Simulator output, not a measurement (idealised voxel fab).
Documented hereafter: the process module known as voxel air gaps.
The cross-section on display is named cut; it measures 250 nm wide, and its cells are 5 nm squares.
Format of a cross-section: grid, square cells. Given as bands. Order: top down. Band: one or more rows of cells.
First you get the band's top height and its bottom height, in nm, and then the materials it's made of, left to right, with each width in nm. If you see a single material with "full width", that one covers the band edge to edge. "air" is empty space.
For the purposes of this specification, 0 denotes the height below which the wafer in its as-received condition is composed wholly of one material, and the lowermost band, lacking a lower limit, extends downward without end, as expressed in "from 0 down".
The two numbers in a width such as "30..40" mark its ends across the band: the first belongs to the top row of cells, the second to the bottom row, and from each row to the next the width moves by the same amount.
"nothing different" after a step means that no cell of the cross-section changed.
For the entry "Sealed void list", the listed items are empty spaces with no open way to the top whose size is 8 cells or more; each item follows the pattern width x height at distance, where distance is from the left edge and all three are in nm.
On a step's line, text after the settings is the simulator commenting on that step.
A step line may carry the setting "overlay nm", which, for steps involving a mask, states the distance by which the mask lay to the right of its intended position; negative values denote displacement to the left.
Structure of the following material. The material consists of pairs of cross-sections. Each pair comprises the cross-section before one process step and the cross-section after that step, the latter shown only down to the lowest band that changed. The step between the cross-sections is specified beneath each pair, including its settings. Pairs are not necessarily consecutive: they may derive from different runs of this module performed on the same starting wafer. Continuity with the pair above is to be assumed only where the entry headed "Prior to processing" of the pair in question states it.

Prior to processing:
	from 0 down  Si full width
	Sealed void list: none

Step Result:
	from 10 to 0  SiO2 full width
	Under 0: no change, same as before.
	Sealed void list: none
Intermediate step for the cross-sections above: CONFORMAL_DEP: material SiO2, thk nm 10

Prior to processing: see the after view in the pair directly above.

Step Result:
	from 15 to 10  SiN full width
	Under 10: no change, same as before.
	Sealed void list: none
Intermediate step for the cross-sections above: CONFORMAL_DEP: material SiN, thk nm 5

Prior to processing: see the after view in the pair directly above.

Step Result:
	from 50 to 15  SiO2 full width
	Under 15: no change, same as before.
	Sealed void list: none
Intermediate step for the cross-sections above: DIRECTIONAL_DEP: material SiO2, thk nm 35

Prior to processing: see the after view in the pair directly above.

Step Result:
	from 60 to 50  aC full width
	Under 50: no change, same as before.
	Sealed void list: none
Intermediate step for the cross-sections above: DIRECTIONAL_DEP: material aC, thk nm 10

Prior to processing: see the after view in the pair directly above.

Step Result:
	from 85 to 60  70 of resist; 15 of air; 30 of resist; 15 of air; 30 of resist; 15 of air; 75 of resist
	Under 60: no change, same as before.
	Sealed void list: none
Intermediate step for the cross-sections above: PATTERN: tone open, mask id LINES, material resist, width nm 15, pitch nm 45, thk nm 25, overlay nm 0

Prior to processing: see the after view in the pair directly above.

Step Result:
	from 75 to 60  70 of resist; 15 of air; 30 of resist; 15 of air; 30 of resist; 15 of air; 75 of resist
	from 60 to 50  70 of aC; 15 of air; 30 of aC; 15 of air; 30 of aC; 15 of air; 75 of aC
	Under 50: no change, same as before.
	Sealed void list: none
Intermediate step for the cross-sections above: DIRECTIONAL_ETCH: etch materials aC, depth nm 10

Prior to processing: see the after view in the pair directly above.

Step Result:
	from 60 to 50  70 of aC; 15 of air; 30 of aC; 15 of air; 30 of aC; 15 of air; 75 of aC
	Under 50: no change, same as before.
	Sealed void list: none
Intermediate step for the cross-sections above: STRIP: etch materials resist

Prior to processing: see the after view in the pair directly above.

Step Result:
	from 60 to 50  70 of aC; 15 of air; 30 of aC; 15 of air; 30 of aC; 15 of air; 75 of aC
	from 50 to 15  70 of SiO2; 15 of air; 30 of SiO2; 15 of air; 30 of SiO2; 15 of air; 75 of SiO2
	Under 15: no change, same as before.
	Sealed void list: none
Intermediate step for the cross-sections above: DIRECTIONAL_ETCH: etch materials SiO2, depth nm 35

Prior to processing: see the after view in the pair directly above.

Step Result:
	from 50 to 15  70 of SiO2; 15 of air; 30 of SiO2; 15 of air; 30 of SiO2; 15 of air; 75 of SiO2
	Under 15: no change, same as before.
	Sealed void list: none
Intermediate step for the cross-sections above: STRIP: etch materials aC

Prior to processing: see the after view in the pair directly above.

Step Result:
	from 55 to 50  75 of TiN; 5 of air; 40 of TiN; 5 of air; 40 of TiN; 5 of air; 80 of TiN
	from 50 to 20  70 of SiO2; 5 of TiN; 5 of air; 5 of TiN; 30 of SiO2; 5 of TiN; 5 of air; 5 of TiN; 30 of SiO2; 5 of TiN; 5 of air; 5 of TiN; 75 of SiO2
	from 20 to 15  70 of SiO2; 15 of TiN; 30 of SiO2; 15 of TiN; 30 of SiO2; 15 of TiN; 75 of SiO2
	Under 15: no change, same as before.
	Sealed void list: none
Intermediate step for the cross-sections above: CONFORMAL_DEP: material TiN, thk nm 5

Prior to processing: see the after view in the pair directly above.

Step Result:
	from 60 to 55  W full width
	from 55 to 50  75 of TiN; 5 of W; 40 of TiN; 5 of W; 40 of TiN; 5 of W; 80 of TiN
	from 50 to 20  70 of SiO2; 5 of TiN; 5 of W; 5 of TiN; 30 of SiO2; 5 of TiN; 5 of W; 5 of TiN; 30 of SiO2; 5 of TiN; 5 of W; 5 of TiN; 75 of SiO2
	Under 20: no change, same as before.
	Sealed void list: none
Intermediate step for the cross-sections above: FILL_DEP: material W, thk nm 5

Prior to processing: see the after view in the pair directly above.

Step Result:
	from 50 to 20  70 of SiO2; 5 of TiN; 5 of W; 5 of TiN; 30 of SiO2; 5 of TiN; 5 of W; 5 of TiN; 30 of SiO2; 5 of TiN; 5 of W; 5 of TiN; 75 of SiO2
	Under 20: no change, same as before.
	Sealed void list: none
Intermediate step for the cross-sections above: CMP: height nm 50

Prior to processing: see the after view in the pair directly above.

Step Result:
	from 60 to 50  60 of air; 35 of Ru; 10 of air; 35 of Ru; 10 of air; 35 of Ru; 65 of air
	Under 50: no change, same as before.
	Sealed void list: none
Intermediate step for the cross-sections above: EPI: material Ru, thk nm 10

Prior to processing: see the after view in the pair directly above.

Step Result:
	from 60 to 50  60 of air; 35 of Ru; 10 of air; 35 of Ru; 10 of air; 35 of Ru; 65 of air
	from 50 to 20  70 of air; 5 of TiN; 5 of W; 5 of TiN; 30 of air; 5 of TiN; 5 of W; 5 of TiN; 30 of air; 5 of TiN; 5 of W; 5 of TiN; 75 of air
	from 20 to 15  70 of air; 15 of TiN; 30 of air; 15 of TiN; 30 of air; 15 of TiN; 75 of air
	Under 15: no change, same as before.
	Sealed void list: none
Intermediate step for the cross-sections above: SELECTIVE_ETCH: etch materials SiO2, depth nm 45

Prior to processing: see the after view in the pair directly above.

Step Result:
	from 65 to 60  55 of air; 135 of SiN; 60 of air
	from 60 to 50  55 of air; 5 of SiN; 35 of Ru; 10 of SiN; 35 of Ru; 10 of SiN; 35 of Ru; 5 of SiN; 60 of air
	from 50 to 45  55 of air; 15 of SiN; 5 of TiN; 5 of W; 5 of TiN; 30 of SiN; 5 of TiN; 5 of W; 5 of TiN; 30 of SiN; 5 of TiN; 5 of W; 5 of TiN; 15 of SiN; 60 of air
	from 45 to 20  65 of air; 5 of SiN; 5 of TiN; 5 of W; 5 of TiN; 5 of SiN; 20 of air; 5 of SiN; 5 of TiN; 5 of W; 5 of TiN; 5 of SiN; 20 of air; 5 of SiN; 5 of TiN; 5 of W; 5 of TiN; 5 of SiN; 70 of air
	from 20 to 15  70 of SiN; 15 of TiN; 30 of SiN; 15 of TiN; 30 of SiN; 15 of TiN; 75 of SiN
	Under 15: no change, same as before.
	Sealed void list: 20 x 25 at 90; 20 x 25 at 135
Intermediate step for the cross-sections above: CONFORMAL_DEP: material SiN, thk nm 5

Prior to processing:
	from 10 to 0  SiO2 full width
	from 0 down  Si full width
	Sealed void list: none

Step Result:
	from 45 to 0  SiO2 full width
	Under 0: no change, same as before.
	Sealed void list: none
Intermediate step for the cross-sections above: DIRECTIONAL_DEP: material SiO2, thk nm 35

Prior to processing: see the after view in the pair directly above.

Step Result:
	from 55 to 45  aC full width
	Under 45: no change, same as before.
	Sealed void list: none
Intermediate step for the cross-sections above: DIRECTIONAL_DEP: material aC, thk nm 10

Prior to processing: see the after view in the pair directly above.

Step Result:
	from 80 to 55  70 of resist; 15 of air; 30 of resist; 15 of air; 30 of resist; 15 of air; 75 of resist
	Under 55: no change, same as before.
	Sealed void list: none
Intermediate step for the cross-sections above: PATTERN: tone open, mask id LINES, material resist, width nm 15, pitch nm 45, thk nm 25, overlay nm 0

Prior to processing: see the after view in the pair directly above.

Step Result:
	from 70 to 55  70 of resist; 15 of air; 30 of resist; 15 of air; 30 of resist; 15 of air; 75 of resist
	from 55 to 45  70 of aC; 15 of air; 30 of aC; 15 of air; 30 of aC; 15 of air; 75 of aC
	Under 45: no change, same as before.
	Sealed void list: none
Intermediate step for the cross-sections above: DIRECTIONAL_ETCH: etch materials aC, depth nm 10

Prior to processing: see the after view in the pair directly above.

Step Result:
	from 55 to 45  70 of aC; 15 of air; 30 of aC; 15 of air; 30 of aC; 15 of air; 75 of aC
	Under 45: no change, same as before.
	Sealed void list: none
Intermediate step for the cross-sections above: STRIP: etch materials resist

Prior to processing: see the after view in the pair directly above.

Step Result:
	from 55 to 45  70 of aC; 15 of air; 30 of aC; 15 of air; 30 of aC; 15 of air; 75 of aC
	from 45 to 10  70 of SiO2; 15 of air; 30 of SiO2; 15 of air; 30 of SiO2; 15 of air; 75 of SiO2
	Under 10: no change, same as before.
	Sealed void list: none
Intermediate step for the cross-sections above: DIRECTIONAL_ETCH: etch materials SiO2, depth nm 35

Prior to processing: see the after view in the pair directly above.

Step Result:
	from 45 to 10  70 of SiO2; 15 of air; 30 of SiO2; 15 of air; 30 of SiO2; 15 of air; 75 of SiO2
	Under 10: no change, same as before.
	Sealed void list: none
Intermediate step for the cross-sections above: STRIP: etch materials aC

Prior to processing: see the after view in the pair directly above.

Step Result:
	from 50 to 45  75 of TiN; 5 of air; 40 of TiN; 5 of air; 40 of TiN; 5 of air; 80 of TiN
	from 45 to 15  70 of SiO2; 5 of TiN; 5 of air; 5 of TiN; 30 of SiO2; 5 of TiN; 5 of air; 5 of TiN; 30 of SiO2; 5 of TiN; 5 of air; 5 of TiN; 75 of SiO2
	from 15 to 10  70 of SiO2; 15 of TiN; 30 of SiO2; 15 of TiN; 30 of SiO2; 15 of TiN; 75 of SiO2
	Under 10: no change, same as before.
	Sealed void list: none
Intermediate step for the cross-sections above: CONFORMAL_DEP: material TiN, thk nm 5

Prior to processing: see the after view in the pair directly above.

Step Result:
	from 55 to 50  W full width
	from 50 to 45  75 of TiN; 5 of W; 40 of TiN; 5 of W; 40 of TiN; 5 of W; 80 of TiN
	from 45 to 15  70 of SiO2; 5 of TiN; 5 of W; 5 of TiN; 30 of SiO2; 5 of TiN; 5 of W; 5 of TiN; 30 of SiO2; 5 of TiN; 5 of W; 5 of TiN; 75 of SiO2
	Under 15: no change, same as before.
	Sealed void list: none
Intermediate step for the cross-sections above: FILL_DEP: material W, thk nm 5

Prior to processing: see the after view in the pair directly above.

Step Result:
	from 50 to 45  75 of TiN; 5 of W; 40 of TiN; 5 of W; 40 of TiN; 5 of W; 80 of TiN
	Under 45: no change, same as before.
	Sealed void list: none
Intermediate step for the cross-sections above: CMP: height nm 50

Prior to processing: see the after view in the pair directly above.

Step Result:
	from 60 to 50  Ru full width
	Under 50: no change, same as before.
	Sealed void list: none
Intermediate step for the cross-sections above: EPI: material Ru, thk nm 10

Prior to processing: see the after view in the pair directly above.

Step Result:
	from 65 to 60  SiN full width
	Under 60: no change, same as before.
	Sealed void list: none
Intermediate step for the cross-sections above: CONFORMAL_DEP: material SiN, thk nm 5

Prior to processing:
	from 60 to 50  60 of air; 35 of Ru; 10 of air; 35 of Ru; 10 of air; 35 of Ru; 65 of air
	from 50 to 20  70 of SiO2; 5 of TiN; 5 of W; 5 of TiN; 30 of SiO2; 5 of TiN; 5 of W; 5 of TiN; 30 of SiO2; 5 of TiN; 5 of W; 5 of TiN; 75 of SiO2
	from 20 to 15  70 of SiO2; 15 of TiN; 30 of SiO2; 15 of TiN; 30 of SiO2; 15 of TiN; 75 of SiO2
	from 15 to 10  SiN full width
	from 10 to 0  SiO2 full width
	from 0 down  Si full width
	Sealed void list: none

Step Result:
	from 70 to 50  50 of air; 145 of Ru; 55 of air
	Under 50: no change, same as before.
	Sealed void list: none
Intermediate step for the cross-sections above: EPI: material Ru, thk nm 10

Prior to processing: see the after view in the pair directly above.

Step Result:
	from 70 to 50  50 of air; 145 of Ru; 55 of air
	from 50 to 20  70 of air; 5 of TiN; 5 of W; 5 of TiN; 30 of SiO2; 5 of TiN; 5 of W; 5 of TiN; 30 of SiO2; 5 of TiN; 5 of W; 5 of TiN; 75 of air
	from 20 to 15  70 of air; 15 of TiN; 30 of SiO2; 15 of TiN; 30 of SiO2; 15 of TiN; 75 of air
	Under 15: no change, same as before.
	Sealed void list: none
Intermediate step for the cross-sections above: SELECTIVE_ETCH: etch materials SiO2, depth nm 45

Prior to processing: see the after view in the pair directly above.

Step Result:
	from 75 to 70  45 of air; 155 of SiN; 50 of air
	from 70 to 50  45 of air; 5 of SiN; 145 of Ru; 5 of SiN; 50 of air
	from 50 to 45  45 of air; 25 of SiN; 5 of TiN; 5 of W; 5 of TiN; 30 of SiO2; 5 of TiN; 5 of W; 5 of TiN; 30 of SiO2; 5 of TiN; 5 of W; 5 of TiN; 25 of SiN; 50 of air
	from 45 to 20  65 of air; 5 of SiN; 5 of TiN; 5 of W; 5 of TiN; 30 of SiO2; 5 of TiN; 5 of W; 5 of TiN; 30 of SiO2; 5 of TiN; 5 of W; 5 of TiN; 5 of SiN; 70 of air
	from 20 to 15  70 of SiN; 15 of TiN; 30 of SiO2; 15 of TiN; 30 of SiO2; 15 of TiN; 75 of SiN
	Under 15: no change, same as before.
	Sealed void list: none
Intermediate step for the cross-sections above: CONFORMAL_DEP: material SiN, thk nm 5

Prior to processing:
	from 45 to 0  SiO2 full width
	from 0 down  Si full width
	Sealed void list: none

Step Result:
	from 50 to 45  SiN full width
	Under 45: no change, same as before.
	Sealed void list: none
Intermediate step for the cross-sections above: CONFORMAL_DEP: material SiN, thk nm 5

Prior to processing: see the after view in the pair directly above.

Step Result:
	from 60 to 50  aC full width
	Under 50: no change, same as before.
	Sealed void list: none
Intermediate step for the cross-sections above: DIRECTIONAL_DEP: material aC, thk nm 10

Prior to processing: see the after view in the pair directly above.

Step Result:
	from 85 to 60  70 of resist; 15 of air; 30 of resist; 15 of air; 30 of resist; 15 of air; 75 of resist
	Under 60: no change, same as before.
	Sealed void list: none
Intermediate step for the cross-sections above: PATTERN: tone open, mask id LINES, material resist, width nm 15, pitch nm 45, thk nm 25, overlay nm 0

Prior to processing: see the after view in the pair directly above.

Step Result:
	from 75 to 60  70 of resist; 15 of air; 30 of resist; 15 of air; 30 of resist; 15 of air; 75 of resist
	from 60 to 50  70 of aC; 15 of air; 30 of aC; 15 of air; 30 of aC; 15 of air; 75 of aC
	Under 50: no change, same as before.
	Sealed void list: none
Intermediate step for the cross-sections above: DIRECTIONAL_ETCH: etch materials aC, depth nm 10

Prior to processing: see the after view in the pair directly above.

Step Result:
	from 60 to 50  70 of aC; 15 of air; 30 of aC; 15 of air; 30 of aC; 15 of air; 75 of aC
	Under 50: no change, same as before.
	Sealed void list: none
Intermediate step for the cross-sections above: STRIP: etch materials resist

Prior to processing: see the after view in the pair directly above.

Step Result:
	from 50 to 45  SiN full width
	Under 45: no change, same as before.
	Sealed void list: none
Intermediate step for the cross-sections above: STRIP: etch materials aC

Prior to processing: see the after view in the pair directly above.

Step Result:
	from 55 to 50  TiN full width
	Under 50: no change, same as before.
	Sealed void list: none
Intermediate step for the cross-sections above: CONFORMAL_DEP: material TiN, thk nm 5

Prior to processing: see the after view in the pair directly above.

Step Result:
	from 60 to 55  W full width
	Under 55: no change, same as before.
	Sealed void list: none
Intermediate step for the cross-sections above: FILL_DEP: material W, thk nm 5

Prior to processing: see the after view in the pair directly above.

Step Result:
	from 50 to 45  SiN full width
	Under 45: no change, same as before.
	Sealed void list: none
Intermediate step for the cross-sections above: CMP: height nm 50

Prior to processing: see the after view in the pair directly above.

Step Result:
	from 55 to 45  SiN full width
	Under 45: no change, same as before.
	Sealed void list: none
Intermediate step for the cross-sections above: CONFORMAL_DEP: material SiN, thk nm 5

Prior to processing:
	from 0 down  Si full width
	Sealed void list: none

Step Result:
	from 5 to 0  SiO2 full width
	Under 0: no change, same as before.
	Sealed void list: none
Intermediate step for the cross-sections above: CONFORMAL_DEP: material SiO2, thk nm 5

Prior to processing: see the after view in the pair directly above.

Step Result:
	from 10 to 5  SiN full width
	Under 5: no change, same as before.
	Sealed void list: none
Intermediate step for the cross-sections above: CONFORMAL_DEP: material SiN, thk nm 5

Prior to processing: see the after view in the pair directly above.

Step Result:
	from 45 to 10  SiO2 full width
	Under 10: no change, same as before.
	Sealed void list: none
Intermediate step for the cross-sections above: DIRECTIONAL_DEP: material SiO2, thk nm 35

Prior to processing: see the after view in the pair directly above.

Step Result:
	from 55 to 45  aC full width
	Under 45: no change, same as before.
	Sealed void list: none
Intermediate step for the cross-sections above: DIRECTIONAL_DEP: material aC, thk nm 10

Prior to processing: see the after view in the pair directly above.

Step Result:
	from 80 to 55  70 of resist; 15 of air; 30 of resist; 15 of air; 30 of resist; 15 of air; 75 of resist
	Under 55: no change, same as before.
	Sealed void list: none
Intermediate step for the cross-sections above: PATTERN: tone open, mask id LINES, material resist, width nm 15, pitch nm 45, thk nm 25, overlay nm 0

Prior to processing: see the after view in the pair directly above.

Step Result:
	from 70 to 55  70 of resist; 15 of air; 30 of resist; 15 of air; 30 of resist; 15 of air; 75 of resist
	from 55 to 45  70 of aC; 15 of air; 30 of aC; 15 of air; 30 of aC; 15 of air; 75 of aC
	Under 45: no change, same as before.
	Sealed void list: none
Intermediate step for the cross-sections above: DIRECTIONAL_ETCH: etch materials aC, depth nm 10

Prior to processing: see the after view in the pair directly above.

Step Result:
	from 55 to 45  70 of aC; 15 of air; 30 of aC; 15 of air; 30 of aC; 15 of air; 75 of aC
	Under 45: no change, same as before.
	Sealed void list: none
Intermediate step for the cross-sections above: STRIP: etch materials resist

Prior to processing: see the after view in the pair directly above.

Step Result:
	from 55 to 45  70 of aC; 15 of air; 30 of aC; 15 of air; 30 of aC; 15 of air; 75 of aC
	from 45 to 10  70 of SiO2; 15 of air; 30 of SiO2; 15 of air; 30 of SiO2; 15 of air; 75 of SiO2
	Under 10: no change, same as before.
	Sealed void list: none
Intermediate step for the cross-sections above: DIRECTIONAL_ETCH: etch materials SiO2, depth nm 35

Prior to processing: see the after view in the pair directly above.

Step Result:
	from 45 to 10  70 of SiO2; 15 of air; 30 of SiO2; 15 of air; 30 of SiO2; 15 of air; 75 of SiO2
	Under 10: no change, same as before.
	Sealed void list: none
Intermediate step for the cross-sections above: STRIP: etch materials aC

Prior to processing: see the after view in the pair directly above.

Step Result:
	from 50 to 45  75 of TiN; 5 of air; 40 of TiN; 5 of air; 40 of TiN; 5 of air; 80 of TiN
	from 45 to 15  70 of SiO2; 5 of TiN; 5 of air; 5 of TiN; 30 of SiO2; 5 of TiN; 5 of air; 5 of TiN; 30 of SiO2; 5 of TiN; 5 of air; 5 of TiN; 75 of SiO2
	from 15 to 10  70 of SiO2; 15 of TiN; 30 of SiO2; 15 of TiN; 30 of SiO2; 15 of TiN; 75 of SiO2
	Under 10: no change, same as before.
	Sealed void list: none
Intermediate step for the cross-sections above: CONFORMAL_DEP: material TiN, thk nm 5

Prior to processing: see the after view in the pair directly above.

Step Result:
	from 55 to 50  W full width
	from 50 to 45  75 of TiN; 5 of W; 40 of TiN; 5 of W; 40 of TiN; 5 of W; 80 of TiN
	from 45 to 15  70 of SiO2; 5 of TiN; 5 of W; 5 of TiN; 30 of SiO2; 5 of TiN; 5 of W; 5 of TiN; 30 of SiO2; 5 of TiN; 5 of W; 5 of TiN; 75 of SiO2
	Under 15: no change, same as before.
	Sealed void list: none
Intermediate step for the cross-sections above: FILL_DEP: material W, thk nm 5

Prior to processing: see the after view in the pair directly above.

Step Result:
	from 50 to 45  75 of TiN; 5 of W; 40 of TiN; 5 of W; 40 of TiN; 5 of W; 80 of TiN
	Under 45: no change, same as before.
	Sealed void list: none
Intermediate step for the cross-sections above: CMP: height nm 50

Prior to processing: see the after view in the pair directly above.

Step Result:
	from 60 to 50  Ru full width
	Under 50: no change, same as before.
	Sealed void list: none
Intermediate step for the cross-sections above: EPI: material Ru, thk nm 10

Prior to processing: see the after view in the pair directly above.

Step Result:
	from 65 to 60  SiN full width
	Under 60: no change, same as before.
	Sealed void list: none
Intermediate step for the cross-sections above: CONFORMAL_DEP: material SiN, thk nm 5

Prior to processing:
	from 60 to 50  aC full width
	from 50 to 15  SiO2 full width
	from 15 to 10  SiN full width
	from 10 to 0  SiO2 full width
	from 0 down  Si full width
	Sealed void list: none

Step Result:
	from 85 to 60  65 of resist; 25 of air; 20 of resist; 25 of air; 20 of resist; 25 of air; 70 of resist
	Under 60: no change, same as before.
	Sealed void list: none
Intermediate step for the cross-sections above: PATTERN: tone open, mask id LINES, material resist, width nm 25, pitch nm 45, thk nm 25, overlay nm 0

Prior to processing: see the after view in the pair directly above.

Step Result:
	from 75 to 60  65 of resist; 25 of air; 20 of resist; 25 of air; 20 of resist; 25 of air; 70 of resist
	from 60 to 50  65 of aC; 25 of air; 20 of aC; 25 of air; 20 of aC; 25 of air; 70 of aC
	Under 50: no change, same as before.
	Sealed void list: none
Intermediate step for the cross-sections above: DIRECTIONAL_ETCH: etch materials aC, depth nm 10

Prior to processing: see the after view in the pair directly above.

Step Result:
	from 60 to 50  65 of aC; 25 of air; 20 of aC; 25 of air; 20 of aC; 25 of air; 70 of aC
	Under 50: no change, same as before.
	Sealed void list: none
Intermediate step for the cross-sections above: STRIP: etch materials resist

Prior to processing: see the after view in the pair directly above.

Step Result:
	from 60 to 50  65 of aC; 25 of air; 20 of aC; 25 of air; 20 of aC; 25 of air; 70 of aC
	from 50 to 15  65 of SiO2; 25 of air; 20 of SiO2; 25 of air; 20 of SiO2; 25 of air; 70 of SiO2
	Under 15: no change, same as before.
	Sealed void list: none
Intermediate step for the cross-sections above: DIRECTIONAL_ETCH: etch materials SiO2, depth nm 35

Prior to processing: see the after view in the pair directly above.

Step Result:
	from 50 to 15  65 of SiO2; 25 of air; 20 of SiO2; 25 of air; 20 of SiO2; 25 of air; 70 of SiO2
	Under 15: no change, same as before.
	Sealed void list: none
Intermediate step for the cross-sections above: STRIP: etch materials aC

Prior to processing: see the after view in the pair directly above.

Step Result:
	from 55 to 50  70 of TiN; 15 of air; 30 of TiN; 15 of air; 30 of TiN; 15 of air; 75 of TiN
	from 50 to 20  65 of SiO2; 5 of TiN; 15 of air; 5 of TiN; 20 of SiO2; 5 of TiN; 15 of air; 5 of TiN; 20 of SiO2; 5 of TiN; 15 of air; 5 of TiN; 70 of SiO2
	from 20 to 15  65 of SiO2; 25 of TiN; 20 of SiO2; 25 of TiN; 20 of SiO2; 25 of TiN; 70 of SiO2
	Under 15: no change, same as before.
	Sealed void list: none
Intermediate step for the cross-sections above: CONFORMAL_DEP: material TiN, thk nm 5

Prior to processing: see the after view in the pair directly above.

Step Result:
	from 60 to 55  W full width
	from 55 to 50  70 of TiN; 15 of W; 30 of TiN; 15 of W; 30 of TiN; 15 of W; 75 of TiN
	from 50 to 20  65 of SiO2; 5 of TiN; 15 of W; 5 of TiN; 20 of SiO2; 5 of TiN; 15 of W; 5 of TiN; 20 of SiO2; 5 of TiN; 15 of W; 5 of TiN; 70 of SiO2
	Under 20: no change, same as before.
	Sealed void list: none
Intermediate step for the cross-sections above: FILL_DEP: material W, thk nm 5

Prior to processing: see the after view in the pair directly above.

Step Result:
	from 50 to 20  65 of SiO2; 5 of TiN; 15 of W; 5 of TiN; 20 of SiO2; 5 of TiN; 15 of W; 5 of TiN; 20 of SiO2; 5 of TiN; 15 of W; 5 of TiN; 70 of SiO2
	Under 20: no change, same as before.
	Sealed void list: none
Intermediate step for the cross-sections above: CMP: height nm 50

Prior to processing: see the after view in the pair directly above.

Step Result:
	from 60 to 50  55 of air; 135 of Ru; 60 of air
	Under 50: no change, same as before.
	Sealed void list: none
Intermediate step for the cross-sections above: EPI: material Ru, thk nm 10

Prior to processing: see the after view in the pair directly above.

Step Result:
	from 60 to 50  55 of air; 135 of Ru; 60 of air
	from 50 to 20  65 of air; 5 of TiN; 15 of W; 5 of TiN; 20 of SiO2; 5 of TiN; 15 of W; 5 of TiN; 20 of SiO2; 5 of TiN; 15 of W; 5 of TiN; 70 of air
	from 20 to 15  65 of air; 25 of TiN; 20 of SiO2; 25 of TiN; 20 of SiO2; 25 of TiN; 70 of air
	Under 15: no change, same as before.
	Sealed void list: none
Intermediate step for the cross-sections above: SELECTIVE_ETCH: etch materials SiO2, depth nm 45

Prior to processing: see the after view in the pair directly above.

Step Result:
	from 65 to 60  50 of air; 145 of SiN; 55 of air
	from 60 to 50  50 of air; 5 of SiN; 135 of Ru; 5 of SiN; 55 of air
	from 50 to 45  50 of air; 15 of SiN; 5 of TiN; 15 of W; 5 of TiN; 20 of SiO2; 5 of TiN; 15 of W; 5 of TiN; 20 of SiO2; 5 of TiN; 15 of W; 5 of TiN; 15 of SiN; 55 of air
	from 45 to 20  60 of air; 5 of SiN; 5 of TiN; 15 of W; 5 of TiN; 20 of SiO2; 5 of TiN; 15 of W; 5 of TiN; 20 of SiO2; 5 of TiN; 15 of W; 5 of TiN; 5 of SiN; 65 of air
	from 20 to 15  65 of SiN; 25 of TiN; 20 of SiO2; 25 of TiN; 20 of SiO2; 25 of TiN; 70 of SiN
	Under 15: no change, same as before.
	Sealed void list: none
Intermediate step for the cross-sections above: CONFORMAL_DEP: material SiN, thk nm 5

Prior to processing:
	from 60 to 50  aC full width
	from 50 to 15  SiO2 full width
	from 15 to 10  SiN full width
	from 10 to 0  SiO2 full width
	from 0 down  Si full width
	Sealed void list: none

Step Result:
	from 85 to 60  65 of resist; 15 of air; 30 of resist; 15 of air; 30 of resist; 15 of air; 80 of resist
	Under 60: no change, same as before.
	Sealed void list: none
Intermediate step for the cross-sections above: PATTERN: tone open, mask id LINES, material resist, width nm 15, pitch nm 45, thk nm 25, overlay nm -5

Prior to processing: see the after view in the pair directly above.

Step Result:
	from 75 to 60  65 of resist; 15 of air; 30 of resist; 15 of air; 30 of resist; 15 of air; 80 of resist
	from 60 to 50  65 of aC; 15 of air; 30 of aC; 15 of air; 30 of aC; 15 of air; 80 of aC
	Under 50: no change, same as before.
	Sealed void list: none
Intermediate step for the cross-sections above: DIRECTIONAL_ETCH: etch materials aC, depth nm 10

Prior to processing: see the after view in the pair directly above.

Step Result:
	from 60 to 50  65 of aC; 15 of air; 30 of aC; 15 of air; 30 of aC; 15 of air; 80 of aC
	Under 50: no change, same as before.
	Sealed void list: none
Intermediate step for the cross-sections above: STRIP: etch materials resist

Prior to processing: see the after view in the pair directly above.

Step Result:
	from 60 to 50  65 of aC; 15 of air; 30 of aC; 15 of air; 30 of aC; 15 of air; 80 of aC
	from 50 to 15  65 of SiO2; 15 of air; 30 of SiO2; 15 of air; 30 of SiO2; 15 of air; 80 of SiO2
	Under 15: no change, same as before.
	Sealed void list: none
Intermediate step for the cross-sections above: DIRECTIONAL_ETCH: etch materials SiO2, depth nm 35

Prior to processing: see the after view in the pair directly above.

Step Result:
	from 50 to 15  65 of SiO2; 15 of air; 30 of SiO2; 15 of air; 30 of SiO2; 15 of air; 80 of SiO2
	Under 15: no change, same as before.
	Sealed void list: none
Intermediate step for the cross-sections above: STRIP: etch materials aC

Prior to processing: see the after view in the pair directly above.

Step Result:
	from 55 to 50  70 of TiN; 5 of air; 40 of TiN; 5 of air; 40 of TiN; 5 of air; 85 of TiN
	from 50 to 20  65 of SiO2; 5 of TiN; 5 of air; 5 of TiN; 30 of SiO2; 5 of TiN; 5 of air; 5 of TiN; 30 of SiO2; 5 of TiN; 5 of air; 5 of TiN; 80 of SiO2
	from 20 to 15  65 of SiO2; 15 of TiN; 30 of SiO2; 15 of TiN; 30 of SiO2; 15 of TiN; 80 of SiO2
	Under 15: no change, same as before.
	Sealed void list: none
Intermediate step for the cross-sections above: CONFORMAL_DEP: material TiN, thk nm 5

Prior to processing: see the after view in the pair directly above.

Step Result:
	from 60 to 55  W full width
	from 55 to 50  70 of TiN; 5 of W; 40 of TiN; 5 of W; 40 of TiN; 5 of W; 85 of TiN
	from 50 to 20  65 of SiO2; 5 of TiN; 5 of W; 5 of TiN; 30 of SiO2; 5 of TiN; 5 of W; 5 of TiN; 30 of SiO2; 5 of TiN; 5 of W; 5 of TiN; 80 of SiO2
	Under 20: no change, same as before.
	Sealed void list: none
Intermediate step for the cross-sections above: FILL_DEP: material W, thk nm 5

Prior to processing: see the after view in the pair directly above.

Step Result:
	from 50 to 20  65 of SiO2; 5 of TiN; 5 of W; 5 of TiN; 30 of SiO2; 5 of TiN; 5 of W; 5 of TiN; 30 of SiO2; 5 of TiN; 5 of W; 5 of TiN; 80 of SiO2
	Under 20: no change, same as before.
	Sealed void list: none
Intermediate step for the cross-sections above: CMP: height nm 50

Prior to processing: see the after view in the pair directly above.

Step Result:
	from 60 to 50  55 of air; 35 of Ru; 10 of air; 35 of Ru; 10 of air; 35 of Ru; 70 of air
	Under 50: no change, same as before.
	Sealed void list: none
Intermediate step for the cross-sections above: EPI: material Ru, thk nm 10

Prior to processing: see the after view in the pair directly above.

Step Result:
	from 60 to 50  55 of air; 35 of Ru; 10 of air; 35 of Ru; 10 of air; 35 of Ru; 70 of air
	from 50 to 20  65 of air; 5 of TiN; 5 of W; 5 of TiN; 30 of air; 5 of TiN; 5 of W; 5 of TiN; 30 of air; 5 of TiN; 5 of W; 5 of TiN; 80 of air
	from 20 to 15  65 of air; 15 of TiN; 30 of air; 15 of TiN; 30 of air; 15 of TiN; 80 of air
	Under 15: no change, same as before.
	Sealed void list: none
Intermediate step for the cross-sections above: SELECTIVE_ETCH: etch materials SiO2, depth nm 45
